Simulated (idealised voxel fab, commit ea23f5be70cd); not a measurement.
Process module, titled voxel self aligned vias
Cross-section cut: width 295 nm, square cells of 5 nm.
Each cross-section below is a grid of square cells, stated as bands in top-down order, with one or more rows of cells making up each band.
A band entry consists of two parts. The first gives the height of the band's top and the height of its bottom, in nm. The rest lists the band's materials from left to right, each with its width in nm. A single material labelled with the word "all across" fills the band from edge to edge, and the word "empty" marks empty space.
The level at which height equals 0 is the one under which the wafer, as it arrives, is entirely one material. No lower edge exists for the bottom band, which continues downward and is notated as in "from 0 down".
With a width like "30 to 40", each row of cells in the band differs from the next by the same amount, the top row carrying the first number and the bottom row the second.
Basically "nothing was modified" means that step didn't change any cell in the cross-section.
You'll see "closed voids" listing empty spaces that have no way open to the top, as long as they're 8 cells or more; the notation is width x height at distance, where the distance is from the left edge, and all of it is in nm.
What comes after the settings on a step's line is commentary from the simulator itself on that step.
"overlay nm" on a masked step: distance the mask lay right of its planned place, negative for left.

Set out below are the planned steps of the process
step 1: RECEIVE with material Si
step 2: CONFORMAL_DEP with material SiO2, thk nm 15
step 3: CONFORMAL_DEP with material SiCN, thk nm 5
step 4: DIRECTIONAL_DEP with material SiO2, thk nm 30
step 5: DIRECTIONAL_DEP with material aC, thk nm 15
step 6: PATTERN with tone open, mask id LINES, material resist, width nm 20, pitch nm 70, thk nm 35, overlay nm -15
step 7: DIRECTIONAL_ETCH with etch materials aC, depth nm 15
step 8: STRIP with etch materials resist
step 9: DIRECTIONAL_ETCH with etch materials SiO2, depth nm 30
step 10: STRIP with etch materials aC
step 11: CONFORMAL_DEP with material TiN, thk nm 5
step 12: FILL_DEP with material W, thk nm 10
step 13: CMP with height nm 50
step 14: SELECTIVE_ETCH with etch materials W Ru TiN, depth nm 10
step 15: FILL_DEP with material SiN, thk nm 5
step 16: CMP with height nm 50
step 17: DIRECTIONAL_DEP with material SiO2, thk nm 20
step 18: MASKED_ETCH with tone open, mask id VIAS, width nm 40, pitch nm 140, etch materials SiO2, depth nm 20, overlay nm 0
step 19: MASKED_ETCH with tone open, mask id VIAS, width nm 40, pitch nm 140, etch materials SiN, depth nm 10, overlay nm 0
step 20: CONFORMAL_DEP with material TiN, thk nm 5
step 21: FILL_DEP with material Ru, thk nm 10
step 22: CMP with height nm 70
step 23: CONFORMAL_DEP with material SiN, thk nm 5
Split variable: overlay nm, step 6. Plan value = first wafer. Wafers start alike.

Step 1 complete: as-received cross-section of the first of several wafers
    from 0 down: Si all across
    closed voids: none

Below is a per-wafer table. In it, each row describes the wafer at the end of the module by giving, for each material, the number of cells gained (+) or lost (-) since the wafer was received, and after that the closed voids of the wafer
overlay nm -15, +40 Ru, +59 SiCN, +71 SiN, +631 SiO2, +66 TiN, +18 W, closed voids: none
overlay nm -10, +44 Ru, +59 SiCN, +67 SiN, +631 SiO2, +66 TiN, +18 W, closed voids: none
overlay nm -5, +44 Ru, +59 SiCN, +67 SiN, +631 SiO2, +66 TiN, +18 W, closed voids: none
overlay nm 0, +44 Ru, +59 SiCN, +67 SiN, +631 SiO2, +66 TiN, +18 W, closed voids: none
overlay nm 5, +44 Ru, +59 SiCN, +67 SiN, +631 SiO2, +66 TiN, +18 W, closed voids: none
overlay nm 10, +44 Ru, +59 SiCN, +67 SiN, +631 SiO2, +66 TiN, +18 W, closed voids: none
overlay nm 15, +40 Ru, +59 SiCN, +71 SiN, +631 SiO2, +66 TiN, +18 W, closed voids: none
